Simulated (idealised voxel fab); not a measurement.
Name of the process module below: voxel transistor to metal
The width of the displayed cross-section, cut, is 295 nm; its cells are square, with a size of 5 nm.
Reading order for cross-sections: top band down to bottom band. Underlying form: a grid of square cells. Band size: one or more rows of cells. Top, bottom (nm), then materials left to right with widths (nm); lone material tagged "full width" fills the whole band edge to edge; "blank" = empty space. Convention: height 0 is the level below which the wafer, as received, is all one material. The lowest band does not terminate at the bottom but continues downward, represented as "top 0, no bottom". Width "30 to 40": first value at the band's top row of cells, second value at its bottom row, equal change from row to row. What does "no modifications" mean for a step? It means no cell of the cross-section changed in that step. The entry "Enclosed cavity list" lists the empty spaces that cover at least 8 cells and have no open path to the top. Each is written as width x height at distance, where the distance is measured from the left edge and all three values are in nm. On each step's line, the part that comes after the settings is the simulator's own comment on the step. A step's line can hold "overlay nm"; with a mask on that step, the setting says how far right of the planned place the mask lay, while a negative setting says it lay to the left. Guide to the pairs. Each holds a before and an after cross-section around one process step; the after cross-section is cut off at the lowest band that changed. Look under the pair for the step between them and its settings. Pairs can come from different runs of this module on the same starting wafer, so a pair follows on from the one above it only where its entry headed "Before the process" says it does.

## Before the process
top 125, bottom 110  aC=25, then blank=20, then aC=125, then blank=20, then aC=105
top 110, bottom 85  lowk=25, then blank=15, then lowk=130, then blank=15, then lowk=110
top 85, bottom 60  lowk full width
top 60, bottom 55  SiCN full width
top 55, bottom 50  SiCN=20, then Ru=30, then SiCN=45, then Ru=30, then SiCN=40, then Ru=30, then SiCN=45, then Ru=30, then SiCN=25
top 50, bottom 30  lowk=25, then TiN=5, then Cu=10, then TiN=5, then lowk=55, then TiN=5, then Cu=10, then TiN=5, then lowk=50, then TiN=5, then Cu=10, then TiN=5, then lowk=55, then TiN=5, then Cu=10, then TiN=5, then lowk=30
top 30, bottom 25  SiN=25, then TiN=20, then SiN=55, then TiN=20, then SiN=50, then TiN=20, then SiN=55, then TiN=20, then SiN=30
top 25, bottom 15  SiO2=25, then TiN=5, then W=10, then TiN=5, then SiO2=55, then TiN=5, then W=10, then TiN=5, then SiO2=50, then TiN=5, then W=10, then TiN=5, then SiO2=55, then TiN=5, then W=10, then TiN=5, then SiO2=30
top 15, bottom 5  SiO2=25, then TiN=5, then W=10, then TiN=5, then SiO2=10, then SiN=5, then HfO2=5, then TiN=5, then W=5, then TiN=5, then HfO2=5, then SiN=5, then SiO2=10, then TiN=5, then W=10, then TiN=5, then SiO2=50, then TiN=5, then W=10, then TiN=5, then SiO2=10, then SiN=5, then HfO2=5, then TiN=5, then W=5, then TiN=5, then HfO2=5, then SiN=5, then SiO2=10, then TiN=5, then W=10, then TiN=5, then SiO2=30
top 5, bottom 0  SiO2=25, then TiN=5, then W=10, then TiN=5, then SiO2=10, then SiN=5, then HfO2=5, then TiN=15, then HfO2=5, then SiN=5, then SiO2=10, then TiN=5, then W=10, then TiN=5, then SiO2=50, then TiN=5, then W=10, then TiN=5, then SiO2=10, then SiN=5, then HfO2=5, then TiN=15, then HfO2=5, then SiN=5, then SiO2=10, then TiN=5, then W=10, then TiN=5, then SiO2=30
top 0, bottom -5  SiO2=25, then TiN=20, then SiO2=5, then pSi=5, then HfO2=35, then pSi=5, then SiO2=5, then TiN=20, then SiO2=50, then TiN=20, then SiO2=5, then pSi=5, then HfO2=35, then pSi=5, then SiO2=5, then TiN=20, then SiO2=30
top -5, bottom -10  SiO2=20, then pSi=35, then Si=35, then pSi=35, then SiO2=40, then pSi=35, then Si=35, then pSi=35, then SiO2=25
top -10, bottom -35  SiO2=20, then Si=105, then SiO2=40, then Si=105, then SiO2=25
top -35, no bottom  Si full width
Enclosed cavity list: none

## Post-Process Section
top 125, bottom 110  aC=25, then blank=20, then aC=125, then blank=20, then aC=105
top 110, bottom 95  lowk=25, then blank=20, then lowk=125, then blank=20, then lowk=105
top 95, bottom 70  lowk=25, then blank=15, then lowk=130, then blank=15, then lowk=110
Anything lower than 70 is untouched.
Enclosed cavity list: none
Step, pre vs post cross-sections above: DIRECTIONAL_ETCH (etch materials lowk; depth nm 15)

Before the process: Please consult the pair immediately above; the cross-section it shows after its step is the state before this step.

## Post-Process Section
top 110, bottom 95  lowk=25, then blank=20, then lowk=125, then blank=20, then lowk=105
Anything lower than 95 is untouched.
Enclosed cavity list: none
Step, pre vs post cross-sections above: STRIP (etch materials aC)

Before the process: Please consult the pair immediately above; the cross-section it shows after its step is the state before this step.

## Post-Process Section
top 115, bottom 110  TiN=30, then blank=10, then TiN=135, then blank=10, then TiN=110
top 110, bottom 100  lowk=25, then TiN=5, then blank=10, then TiN=5, then lowk=125, then TiN=5, then blank=10, then TiN=5, then lowk=105
top 100, bottom 95  lowk=25, then TiN=5, then blank=5, then TiN=10, then lowk=125, then TiN=5, then blank=5, then TiN=10, then lowk=105
top 95, bottom 75  lowk=25, then TiN=5, then blank=5, then TiN=5, then lowk=130, then TiN=5, then blank=5, then TiN=5, then lowk=110
top 75, bottom 70  lowk=25, then TiN=15, then lowk=130, then TiN=15, then lowk=110
Anything lower than 70 is untouched.
Enclosed cavity list: none
Step, pre vs post cross-sections above: CONFORMAL_DEP (material TiN; thk nm 5)

Before the process: Please consult the pair immediately above; the cross-section it shows after its step is the state before this step.

## Post-Process Section
top 125, bottom 115  Cu full width
top 115, bottom 110  TiN=30, then Cu=10, then TiN=135, then Cu=10, then TiN=110
top 110, bottom 100  lowk=25, then TiN=5, then Cu=10, then TiN=5, then lowk=125, then TiN=5, then Cu=10, then TiN=5, then lowk=105
top 100, bottom 95  lowk=25, then TiN=5, then Cu=5, then TiN=10, then lowk=125, then TiN=5, then Cu=5, then TiN=10, then lowk=105
top 95, bottom 75  lowk=25, then TiN=5, then Cu=5, then TiN=5, then lowk=130, then TiN=5, then Cu=5, then TiN=5, then lowk=110
Anything lower than 75 is untouched.
Enclosed cavity list: none
Step, pre vs post cross-sections above: FILL_DEP (material Cu; thk nm 10)

Before the process: Please consult the pair immediately above; the cross-section it shows after its step is the state before this step.

## Post-Process Section
top 85, bottom 75  lowk=25, then TiN=5, then Cu=5, then TiN=5, then lowk=130, then TiN=5, then Cu=5, then TiN=5, then lowk=110
Anything lower than 75 is untouched.
Enclosed cavity list: none
Step, pre vs post cross-sections above: CMP (height nm 85)

Before the process: Please consult the pair immediately above; the cross-section it shows after its step is the state before this step.

## Post-Process Section
top 90, bottom 85  SiN full width
Anything lower than 85 is untouched.
Enclosed cavity list: none
Step, pre vs post cross-sections above: CONFORMAL_DEP (material SiN; thk nm 5)

## Before the process
top 25, bottom 20  blank=50, then TiN=15, then blank=15, then TiN=15, then blank=100, then TiN=15, then blank=15, then TiN=15, then blank=55
top 20, bottom 15  TiN=55, then SiN=5, then TiN=5, then blank=15, then TiN=5, then SiN=5, then TiN=110, then SiN=5, then TiN=5, then blank=15, then TiN=5, then SiN=5, then TiN=60
top 15, bottom 0  SiO2=55, then SiN=5, then TiN=5, then blank=15, then TiN=5, then SiN=5, then SiO2=110, then SiN=5, then TiN=5, then blank=15, then TiN=5, then SiN=5, then SiO2=60
top 0, bottom -5  SiO2=50, then pSi=5, then TiN=35, then pSi=5, then SiO2=100, then pSi=5, then TiN=35, then pSi=5, then SiO2=55
top -5, bottom -10  SiO2=20, then pSi=35, then Si=35, then pSi=35, then SiO2=40, then pSi=35, then Si=35, then pSi=35, then SiO2=25
top -10, bottom -35  SiO2=20, then Si=105, then SiO2=40, then Si=105, then SiO2=25
top -35, no bottom  Si full width
Enclosed cavity list: none

## Post-Process Section
top 30, bottom 25  blank=45, then HfO2=25, then blank=5, then HfO2=25, then blank=90, then HfO2=25, then blank=5, then HfO2=25, then blank=50
top 25, bottom 20  HfO2=50, then TiN=15, then HfO2=5, then blank=5, then HfO2=5, then TiN=15, then HfO2=100, then TiN=15, then HfO2=5, then blank=5, then HfO2=5, then TiN=15, then HfO2=55
top 20, bottom 15  TiN=55, then SiN=5, then TiN=5, then HfO2=5, then blank=5, then HfO2=5, then TiN=5, then SiN=5, then TiN=110, then SiN=5, then TiN=5, then HfO2=5, then blank=5, then HfO2=5, then TiN=5, then SiN=5, then TiN=60
top 15, bottom 5  SiO2=55, then SiN=5, then TiN=5, then HfO2=5, then blank=5, then HfO2=5, then TiN=5, then SiN=5, then SiO2=110, then SiN=5, then TiN=5, then HfO2=5, then blank=5, then HfO2=5, then TiN=5, then SiN=5, then SiO2=60
top 5, bottom 0  SiO2=55, then SiN=5, then TiN=5, then HfO2=15, then TiN=5, then SiN=5, then SiO2=110, then SiN=5, then TiN=5, then HfO2=15, then TiN=5, then SiN=5, then SiO2=60
Anything lower than 0 is untouched.
Enclosed cavity list: none
Step, pre vs post cross-sections above: CONFORMAL_DEP (material HfO2; thk nm 5)

Before the process: Please consult the pair immediately above; the cross-section it shows after its step is the state before this step.

## Post-Process Section
top 40, bottom 30  W full width
top 30, bottom 25  W=45, then HfO2=25, then W=5, then HfO2=25, then W=90, then HfO2=25, then W=5, then HfO2=25, then W=50
top 25, bottom 20  HfO2=50, then TiN=15, then HfO2=5, then W=5, then HfO2=5, then TiN=15, then HfO2=100, then TiN=15, then HfO2=5, then W=5, then HfO2=5, then TiN=15, then HfO2=55
top 20, bottom 15  TiN=55, then SiN=5, then TiN=5, then HfO2=5, then W=5, then HfO2=5, then TiN=5, then SiN=5, then TiN=110, then SiN=5, then TiN=5, then HfO2=5, then W=5, then HfO2=5, then TiN=5, then SiN=5, then TiN=60
top 15, bottom 5  SiO2=55, then SiN=5, then TiN=5, then HfO2=5, then W=5, then HfO2=5, then TiN=5, then SiN=5, then SiO2=110, then SiN=5, then TiN=5, then HfO2=5, then W=5, then HfO2=5, then TiN=5, then SiN=5, then SiO2=60
Anything lower than 5 is untouched.
Enclosed cavity list: none
Step, pre vs post cross-sections above: FILL_DEP (material W; thk nm 10)

Before the process: Please consult the pair immediately above; the cross-section it shows after its step is the state before this step.

## Post-Process Section
top 15, bottom 5  SiO2=55, then SiN=5, then TiN=5, then HfO2=5, then W=5, then HfO2=5, then TiN=5, then SiN=5, then SiO2=110, then SiN=5, then TiN=5, then HfO2=5, then W=5, then HfO2=5, then TiN=5, then SiN=5, then SiO2=60
Anything lower than 5 is untouched.
Enclosed cavity list: none
Step, pre vs post cross-sections above: CMP (height nm 15)

Before the process: Please consult the pair immediately above; the cross-section it shows after its step is the state before this step.

## Post-Process Section
top 25, bottom 15  SiO2 full width
Anything lower than 15 is untouched.
Enclosed cavity list: none
Step, pre vs post cross-sections above: DIRECTIONAL_DEP (material SiO2; thk nm 10)

Before the process: Please consult the pair immediately above; the cross-section it shows after its step is the state before this step.

## Post-Process Section
top 40, bottom 25  resist=25, then blank=20, then resist=55, then blank=20, then resist=50, then blank=20, then resist=55, then blank=20, then resist=30
Anything lower than 25 is untouched.
Enclosed cavity list: none
Step, pre vs post cross-sections above: PATTERN (tone open; mask id CONTACT; material resist; width nm 20; thk nm 15; overlay nm 0)

Before the process: Please consult the pair immediately above; the cross-section it shows after its step is the state before this step.

## Post-Process Section
top 40, bottom 25  resist=25, then blank=20, then resist=55, then blank=20, then resist=50, then blank=20, then resist=55, then blank=20, then resist=30
top 25, bottom 15  SiO2=25, then blank=20, then SiO2=55, then blank=20, then SiO2=50, then blank=20, then SiO2=55, then blank=20, then SiO2=30
top 15, bottom 5  SiO2=25, then blank=20, then SiO2=10, then SiN=5, then TiN=5, then HfO2=5, then W=5, then HfO2=5, then TiN=5, then SiN=5, then SiO2=10, then blank=20, then SiO2=50, then blank=20, then SiO2=10, then SiN=5, then TiN=5, then HfO2=5, then W=5, then HfO2=5, then TiN=5, then SiN=5, then SiO2=10, then blank=20, then SiO2=30
top 5, bottom 0  SiO2=25, then blank=20, then SiO2=10, then SiN=5, then TiN=5, then HfO2=15, then TiN=5, then SiN=5, then SiO2=10, then blank=20, then SiO2=50, then blank=20, then SiO2=10, then SiN=5, then TiN=5, then HfO2=15, then TiN=5, then SiN=5, then SiO2=10, then blank=20, then SiO2=30
top 0, bottom -5  SiO2=25, then blank=20, then SiO2=5, then pSi=5, then TiN=35, then pSi=5, then SiO2=5, then blank=20, then SiO2=50, then blank=20, then SiO2=5, then pSi=5, then TiN=35, then pSi=5, then SiO2=5, then blank=20, then SiO2=30
Anything lower than -5 is untouched.
Enclosed cavity list: none
Step, pre vs post cross-sections above: DIRECTIONAL_ETCH (etch materials SiO2; depth nm 30)

Before the process: Please consult the pair immediately above; the cross-section it shows after its step is the state before this step.

## Post-Process Section
top 25, bottom 15  SiO2=25, then blank=20, then SiO2=55, then blank=20, then SiO2=50, then blank=20, then SiO2=55, then blank=20, then SiO2=30
Anything lower than 15 is untouched.
Enclosed cavity list: none
Step, pre vs post cross-sections above: STRIP (etch materials resist)

Before the process: Please consult the pair immediately above; the cross-section it shows after its step is the state before this step.

## Post-Process Section
top 30, bottom 25  TiN=30, then blank=10, then TiN=65, then blank=10, then TiN=60, then blank=10, then TiN=65, then blank=10, then TiN=35
top 25, bottom 15  SiO2=25, then TiN=5, then blank=10, then TiN=5, then SiO2=55, then TiN=5, then blank=10, then TiN=5, then SiO2=50, then TiN=5, then blank=10, then TiN=5, then SiO2=55, then TiN=5, then blank=10, then TiN=5, then SiO2=30
top 15, bottom 5  SiO2=25, then TiN=5, then blank=10, then TiN=5, then SiO2=10, then SiN=5, then TiN=5, then HfO2=5, then W=5, then HfO2=5, then TiN=5, then SiN=5, then SiO2=10, then TiN=5, then blank=10, then TiN=5, then SiO2=50, then TiN=5, then blank=10, then TiN=5, then SiO2=10, then SiN=5, then TiN=5, then HfO2=5, then W=5, then HfO2=5, then TiN=5, then SiN=5, then SiO2=10, then TiN=5, then blank=10, then TiN=5, then SiO2=30
top 5, bottom 0  SiO2=25, then TiN=5, then blank=10, then TiN=5, then SiO2=10, then SiN=5, then TiN=5, then HfO2=15, then TiN=5, then SiN=5, then SiO2=10, then TiN=5, then blank=10, then TiN=5, then SiO2=50, then TiN=5, then blank=10, then TiN=5, then SiO2=10, then SiN=5, then TiN=5, then HfO2=15, then TiN=5, then SiN=5, then SiO2=10, then TiN=5, then blank=10, then TiN=5, then SiO2=30
top 0, bottom -5  SiO2=25, then TiN=20, then SiO2=5, then pSi=5, then TiN=35, then pSi=5, then SiO2=5, then TiN=20, then SiO2=50, then TiN=20, then SiO2=5, then pSi=5, then TiN=35, then pSi=5, then SiO2=5, then TiN=20, then SiO2=30
Anything lower than -5 is untouched.
Enclosed cavity list: none
Step, pre vs post cross-sections above: CONFORMAL_DEP (material TiN; thk nm 5)

Before the process: Please consult the pair immediately above; the cross-section it shows after its step is the state before this step.

## Post-Process Section
top 35, bottom 30  W full width
top 30, bottom 25  TiN=30, then W=10, then TiN=65, then W=10, then TiN=60, then W=10, then TiN=65, then W=10, then TiN=35
top 25, bottom 15  SiO2=25, then TiN=5, then W=10, then TiN=5, then SiO2=55, then TiN=5, then W=10, then TiN=5, then SiO2=50, then TiN=5, then W=10, then TiN=5, then SiO2=55, then TiN=5, then W=10, then TiN=5, then SiO2=30
top 15, bottom 5  SiO2=25, then TiN=5, then W=10, then TiN=5, then SiO2=10, then SiN=5, then TiN=5, then HfO2=5, then W=5, then HfO2=5, then TiN=5, then SiN=5, then SiO2=10, then TiN=5, then W=10, then TiN=5, then SiO2=50, then TiN=5, then W=10, then TiN=5, then SiO2=10, then SiN=5, then TiN=5, then HfO2=5, then W=5, then HfO2=5, then TiN=5, then SiN=5, then SiO2=10, then TiN=5, then W=10, then TiN=5, then SiO2=30
top 5, bottom 0  SiO2=25, then TiN=5, then W=10, then TiN=5, then SiO2=10, then SiN=5, then TiN=5, then HfO2=15, then TiN=5, then SiN=5, then SiO2=10, then TiN=5, then W=10, then TiN=5, then SiO2=50, then TiN=5, then W=10, then TiN=5, then SiO2=10, then SiN=5, then TiN=5, then HfO2=15, then TiN=5, then SiN=5, then SiO2=10, then TiN=5, then W=10, then TiN=5, then SiO2=30
Anything lower than 0 is untouched.
Enclosed cavity list: none
Step, pre vs post cross-sections above: FILL_DEP (material W; thk nm 5)

Before the process: Please consult the pair immediately above; the cross-section it shows after its step is the state before this step.

## Post-Process Section
top 25, bottom 15  SiO2=25, then TiN=5, then W=10, then TiN=5, then SiO2=55, then TiN=5, then W=10, then TiN=5, then SiO2=50, then TiN=5, then W=10, then TiN=5, then SiO2=55, then TiN=5, then W=10, then TiN=5, then SiO2=30
Anything lower than 15 is untouched.
Enclosed cavity list: none
Step, pre vs post cross-sections above: CMP (height nm 25)

Before the process: Please consult the pair immediately above; the cross-section it shows after its step is the state before this step.

## Post-Process Section
top 30, bottom 25  SiN full width
Anything lower than 25 is untouched.
Enclosed cavity list: none
Step, pre vs post cross-sections above: CONFORMAL_DEP (material SiN; thk nm 5)

Before the process: Please consult the pair immediately above; the cross-section it shows after its step is the state before this step.

## Post-Process Section
top 50, bottom 30  lowk full width
Anything lower than 30 is untouched.
Enclosed cavity list: none
Step, pre vs post cross-sections above: DIRECTIONAL_DEP (material lowk; thk nm 20)

Before the process: Please consult the pair immediately above; the cross-section it shows after its step is the state before this step.

## Post-Process Section
top 50, bottom 30  lowk=25, then blank=20, then lowk=55, then blank=20, then lowk=50, then blank=20, then lowk=55, then blank=20, then lowk=30
Anything lower than 30 is untouched.
Enclosed cavity list: none
Step, pre vs post cross-sections above: MASKED_ETCH (tone open; mask id METAL_1; width nm 20; etch materials lowk; depth nm 20; overlay nm 0)

Before the process: Please consult the pair immediately above; the cross-section it shows after its step is the state before this step.

## Post-Process Section
top 50, bottom 30  lowk=25, then blank=20, then lowk=55, then blank=20, then lowk=50, then blank=20, then lowk=55, then blank=20, then lowk=30
top 30, bottom 25  SiN=25, then blank=20, then SiN=55, then blank=20, then SiN=50, then blank=20, then SiN=55, then blank=20, then SiN=30
Anything lower than 25 is untouched.
Enclosed cavity list: none
Step, pre vs post cross-sections above: MASKED_ETCH (tone open; mask id METAL_1; width nm 20; etch materials SiN; depth nm 5; overlay nm 0)

Before the process: Please consult the pair immediately above; the cross-section it shows after its step is the state before this step.

## Post-Process Section
top 55, bottom 50  TiN=30, then blank=10, then TiN=65, then blank=10, then TiN=60, then blank=10, then TiN=65, then blank=10, then TiN=35
top 50, bottom 30  lowk=25, then TiN=5, then blank=10, then TiN=5, then lowk=55, then TiN=5, then blank=10, then TiN=5, then lowk=50, then TiN=5, then blank=10, then TiN=5, then lowk=55, then TiN=5, then blank=10, then TiN=5, then lowk=30
top 30, bottom 25  SiN=25, then TiN=20, then SiN=55, then TiN=20, then SiN=50, then TiN=20, then SiN=55, then TiN=20, then SiN=30
Anything lower than 25 is untouched.
Enclosed cavity list: none
Step, pre vs post cross-sections above: CONFORMAL_DEP (material TiN; thk nm 5)

Before the process: Please consult the pair immediately above; the cross-section it shows after its step is the state before this step.

## Post-Process Section
top 60, bottom 55  Cu full width
top 55, bottom 50  TiN=30, then Cu=10, then TiN=65, then Cu=10, then TiN=60, then Cu=10, then TiN=65, then Cu=10, then TiN=35
top 50, bottom 30  lowk=25, then TiN=5, then Cu=10, then TiN=5, then lowk=55, then TiN=5, then Cu=10, then TiN=5, then lowk=50, then TiN=5, then Cu=10, then TiN=5, then lowk=55, then TiN=5, then Cu=10, then TiN=5, then lowk=30
Anything lower than 30 is untouched.
Enclosed cavity list: none
Step, pre vs post cross-sections above: FILL_DEP (material Cu; thk nm 5)

Before the process: Please consult the pair immediately above; the cross-section it shows after its step is the state before this step.

## Post-Process Section
top 50, bottom 30  lowk=25, then TiN=5, then Cu=10, then TiN=5, then lowk=55, then TiN=5, then Cu=10, then TiN=5, then lowk=50, then TiN=5, then Cu=10, then TiN=5, then lowk=55, then TiN=5, then Cu=10, then TiN=5, then lowk=30
Anything lower than 30 is untouched.
Enclosed cavity list: none
Step, pre vs post cross-sections above: CMP (height nm 50)

Before the process: Please consult the pair immediately above; the cross-section it shows after its step is the state before this step.

## Post-Process Section
top 55, bottom 50  blank=20, then Ru=30, then blank=45, then Ru=30, then blank=40, then Ru=30, then blank=45, then Ru=30, then blank=25
Anything lower than 50 is untouched.
Enclosed cavity list: none
Step, pre vs post cross-sections above: EPI (material Ru; thk nm 5)

Before the process: Please consult the pair immediately above; the cross-section it shows after its step is the state before this step.

## Post-Process Section
top 60, bottom 55  SiCN full width
top 55, bottom 50  SiCN=20, then Ru=30, then SiCN=45, then Ru=30, then SiCN=40, then Ru=30, then SiCN=45, then Ru=30, then SiCN=25
Anything lower than 50 is untouched.
Enclosed cavity list: none
Step, pre vs post cross-sections above: FILL_DEP (material SiCN; thk nm 5)

Before the process: Please consult the pair immediately above; the cross-section it shows after its step is the state before this step.

## Post-Process Section
top 85, bottom 60  lowk full width
Anything lower than 60 is untouched.
Enclosed cavity list: none
Step, pre vs post cross-sections above: DIRECTIONAL_DEP (material lowk; thk nm 25)

Before the process: Please consult the pair immediately above; the cross-section it shows after its step is the state before this step.

## Post-Process Section
top 85, bottom 60  lowk=25, then blank=15, then lowk=130, then blank=15, then lowk=110
Anything lower than 60 is untouched.
Enclosed cavity list: none
Step, pre vs post cross-sections above: MASKED_ETCH (tone open; mask id METAL_2_HOLES; width nm 15; pitch nm 145; etch materials lowk; depth nm 25; overlay nm 0)

Before the process: Please consult the pair immediately above; the cross-section it shows after its step is the state before this step.

## Post-Process Section
top 100, bottom 85  aC=25, then blank=15, then aC=130, then blank=15, then aC=110
top 85, bottom 75  lowk=25, then blank=15, then lowk=130, then blank=15, then lowk=110
top 75, bottom 60  lowk=25, then aC=15, then lowk=130, then aC=15, then lowk=110
Anything lower than 60 is untouched.
Enclosed cavity list: none
Step, pre vs post cross-sections above: DIRECTIONAL_DEP (material aC; thk nm 15)

Before the process: Please consult the pair immediately above; the cross-section it shows after its step is the state before this step.

## Post-Process Section
top 135, bottom 100  resist=25, then blank=20, then resist=125, then blank=20, then resist=105
Anything lower than 100 is untouched.
Enclosed cavity list: none
Step, pre vs post cross-sections above: PATTERN (tone open; mask id METAL_2; material resist; width nm 20; pitch nm 145; thk nm 35; overlay nm 0)

Before the process: Please consult the pair immediately above; the cross-section it shows after its step is the state before this step.

## Post-Process Section
top 120, bottom 100  resist=25, then blank=20, then resist=125, then blank=20, then resist=105
top 100, bottom 85  aC=25, then blank=20, then aC=125, then blank=20, then aC=105
top 85, bottom 60  lowk=25, then blank=15, then lowk=130, then blank=15, then lowk=110
Anything lower than 60 is untouched.
Enclosed cavity list: none
Step, pre vs post cross-sections above: DIRECTIONAL_ETCH (etch materials aC; depth nm 15)

Before the process: Please consult the pair immediately above; the cross-section it shows after its step is the state before this step.

## Post-Process Section
top 100, bottom 85  aC=25, then blank=20, then aC=125, then blank=20, then aC=105
Anything lower than 85 is untouched.
Enclosed cavity list: none
Step, pre vs post cross-sections above: STRIP (etch materials resist)

Before the process: Please consult the pair immediately above; the cross-section it shows after its step is the state before this step.

## Post-Process Section
top 100, bottom 85  aC=25, then blank=20, then aC=125, then blank=20, then aC=105
top 85, bottom 70  lowk=25, then blank=20, then lowk=125, then blank=20, then lowk=105
Anything lower than 70 is untouched.
Enclosed cavity list: none
Step, pre vs post cross-sections above: DIRECTIONAL_ETCH (etch materials lowk; depth nm 15)

Before the process: Please consult the pair immediately above; the cross-section it shows after its step is the state before this step.

## Post-Process Section
top 100, bottom 85  aC=25, then blank=20, then aC=125, then blank=20, then aC=105
top 85, bottom 70  lowk=25, then blank=20, then lowk=125, then blank=20, then lowk=105
top 70, bottom 60  lowk=25, then blank=15, then lowk=130, then blank=15, then lowk=110
top 60, bottom 55  SiCN=25, then blank=15, then SiCN=130, then blank=15, then SiCN=110
Anything lower than 55 is untouched.
Enclosed cavity list: none
Step, pre vs post cross-sections above: DIRECTIONAL_ETCH (etch materials SiCN; depth nm 5)

Before the process: Please consult the pair immediately above; the cross-section it shows after its step is the state before this step.

## Post-Process Section
top 85, bottom 70  lowk=25, then blank=20, then lowk=125, then blank=20, then lowk=105
Anything lower than 70 is untouched.
Enclosed cavity list: none
Step, pre vs post cross-sections above: STRIP (etch materials aC)

Before the process: Please consult the pair immediately above; the cross-section it shows after its step is the state before this step.

## Post-Process Section
top 90, bottom 85  TiN=30, then blank=10, then TiN=135, then blank=10, then TiN=110
top 85, bottom 75  lowk=25, then TiN=5, then blank=10, then TiN=5, then lowk=125, then TiN=5, then blank=10, then TiN=5, then lowk=105
top 75, bottom 70  lowk=25, then TiN=5, then blank=5, then TiN=10, then lowk=125, then TiN=5, then blank=5, then TiN=10, then lowk=105
top 70, bottom 60  lowk=25, then TiN=5, then blank=5, then TiN=5, then lowk=130, then TiN=5, then blank=5, then TiN=5, then lowk=110
top 60, bottom 55  SiCN=25, then TiN=15, then SiCN=130, then TiN=15, then SiCN=110
Anything lower than 55 is untouched.
Enclosed cavity list: none
Step, pre vs post cross-sections above: CONFORMAL_DEP (material TiN; thk nm 5)

Before the process: Please consult the pair immediately above; the cross-section it shows after its step is the state before this step.

## Post-Process Section
top 100, bottom 90  Cu full width
top 90, bottom 85  TiN=30, then Cu=10, then TiN=135, then Cu=10, then TiN=110
top 85, bottom 75  lowk=25, then TiN=5, then Cu=10, then TiN=5, then lowk=125, then TiN=5, then Cu=10, then TiN=5, then lowk=105
top 75, bottom 70  lowk=25, then TiN=5, then Cu=5, then TiN=10, then lowk=125, then TiN=5, then Cu=5, then TiN=10, then lowk=105
top 70, bottom 60  lowk=25, then TiN=5, then Cu=5, then TiN=5, then lowk=130, then TiN=5, then Cu=5, then TiN=5, then lowk=110
Anything lower than 60 is untouched.
Enclosed cavity list: none
Step, pre vs post cross-sections above: FILL_DEP (material Cu; thk nm 10)

Before the process: Please consult the pair immediately above; the cross-section it shows after its step is the state before this step.

## Post-Process Section
top 85, bottom 75  lowk=25, then TiN=5, then Cu=10, then TiN=5, then lowk=125, then TiN=5, then Cu=10, then TiN=5, then lowk=105
Anything lower than 75 is untouched.
Enclosed cavity list: none
Step, pre vs post cross-sections above: CMP (height nm 85)

Before the process: Please consult the pair immediately above; the cross-section it shows after its step is the state before this step.

## Post-Process Section
top 90, bottom 85  SiN full width
Anything lower than 85 is untouched.
Enclosed cavity list: none
Step, pre vs post cross-sections above: CONFORMAL_DEP (material SiN; thk nm 5)

## Before the process
top 30, bottom 15  blank=15, then aC=115, then blank=30, then aC=115, then blank=20
top 15, bottom 5  blank=15, then SiN=115, then blank=30, then SiN=115, then blank=20
top 5, bottom 0  blank=15, then SiO2=115, then blank=30, then SiO2=115, then blank=20
top 0, no bottom  Si full width
Enclosed cavity list: none

## Post-Process Section
top 30, bottom 15  blank=15, then aC=115, then blank=30, then aC=115, then blank=20
top 15, bottom 5  blank=15, then SiN=115, then blank=30, then SiN=115, then blank=20
top 5, bottom 0  blank=15, then SiO2=115, then blank=30, then SiO2=115, then blank=20
top 0, bottom -40  blank=15, then Si=115, then blank=30, then Si=115, then blank=20
Anything lower than -40 is untouched.
Enclosed cavity list: none
Step, pre vs post cross-sections above: DIRECTIONAL_ETCH (etch materials Si; depth nm 40)

Before the process: Please consult the pair immediately above; the cross-section it shows after its step is the state before this step.

## Post-Process Section
top 15, bottom 5  blank=15, then SiN=115, then blank=30, then SiN=115, then blank=20
Anything lower than 5 is untouched.
Enclosed cavity list: none
Step, pre vs post cross-sections above: STRIP (etch materials aC)

Before the process: Please consult the pair immediately above; the cross-section it shows after its step is the state before this step.

## Post-Process Section
top 15, bottom 5  blank=15, then SiN=115, then blank=30, then SiN=115, then blank=20
top 5, bottom 0  blank=15, then SiO2=115, then blank=30, then SiO2=115, then blank=20
top 0, bottom -40  blank=15, then SiO2=5, then Si=105, then SiO2=5, then blank=30, then SiO2=5, then Si=105, then SiO2=5, then blank=20
top -40, bottom -45  SiO2=20, then Si=105, then SiO2=40, then Si=105, then SiO2=25
Anything lower than -45 is untouched.
Enclosed cavity list: none
Step, pre vs post cross-sections above: OXIDIZE (depth nm 5)

Before the process: Please consult the pair immediately above; the cross-section it shows after its step is the state before this step.

## Post-Process Section
top 20, bottom 15  SiO2 full width
top 15, bottom 5  SiO2=15, then SiN=115, then SiO2=30, then SiN=115, then SiO2=20
top 5, bottom 0  SiO2 full width
top 0, bottom -45  SiO2=20, then Si=105, then SiO2=40, then Si=105, then SiO2=25
Anything lower than -45 is untouched.
Enclosed cavity list: none
Step, pre vs post cross-sections above: FILL_DEP (material SiO2; thk nm 5)

Before the process: Please consult the pair immediately above; the cross-section it shows after its step is the state before this step.

## Post-Process Section
top 15, bottom 5  SiO2=15, then SiN=115, then SiO2=30, then SiN=115, then SiO2=20
Anything lower than 5 is untouched.
Enclosed cavity list: none
Step, pre vs post cross-sections above: CMP (height nm 15)

Before the process: Please consult the pair immediately above; the cross-section it shows after its step is the state before this step.

## Post-Process Section
top 15, bottom 5  blank=15, then SiN=115, then blank=30, then SiN=115, then blank=20
Anything lower than 5 is untouched.
Enclosed cavity list: none
Step, pre vs post cross-sections above: SELECTIVE_ETCH (etch materials SiO2; depth nm 10)

Before the process: Please consult the pair immediately above; the cross-section it shows after its step is the state before this step.

## Post-Process Section
top 5, bottom 0  SiO2 full width
Anything lower than 0 is untouched.
Enclosed cavity list: none
Step, pre vs post cross-sections above: STRIP (etch materials SiN)

Before the process: Please consult the pair immediately above; the cross-section it shows after its step is the state before this step.

## Post-Process Section
top 0, bottom -45  SiO2=20, then Si=105, then SiO2=40, then Si=105, then SiO2=25
Anything lower than -45 is untouched.
Enclosed cavity list: none
Step, pre vs post cross-sections above: SELECTIVE_ETCH (etch materials SiO2; depth nm 5)

Before the process: Please consult the pair immediately above; the cross-section it shows after its step is the state before this step.

## Post-Process Section
top 0, bottom -5  SiO2 full width
Anything lower than -5 is untouched.
Enclosed cavity list: none
Step, pre vs post cross-sections above: OXIDIZE (depth nm 5)

Before the process: Please consult the pair immediately above; the cross-section it shows after its step is the state before this step.

## Post-Process Section
top 20, bottom 0  polySi full width
Anything lower than 0 is untouched.
Enclosed cavity list: none
Step, pre vs post cross-sections above: DIRECTIONAL_DEP (material polySi; thk nm 20)

Before the process: Please consult the pair immediately above; the cross-section it shows after its step is the state before this step.

## Post-Process Section
top 30, bottom 20  SiCN full width
Anything lower than 20 is untouched.
Enclosed cavity list: none
Step, pre vs post cross-sections above: DIRECTIONAL_DEP (material SiCN; thk nm 10)
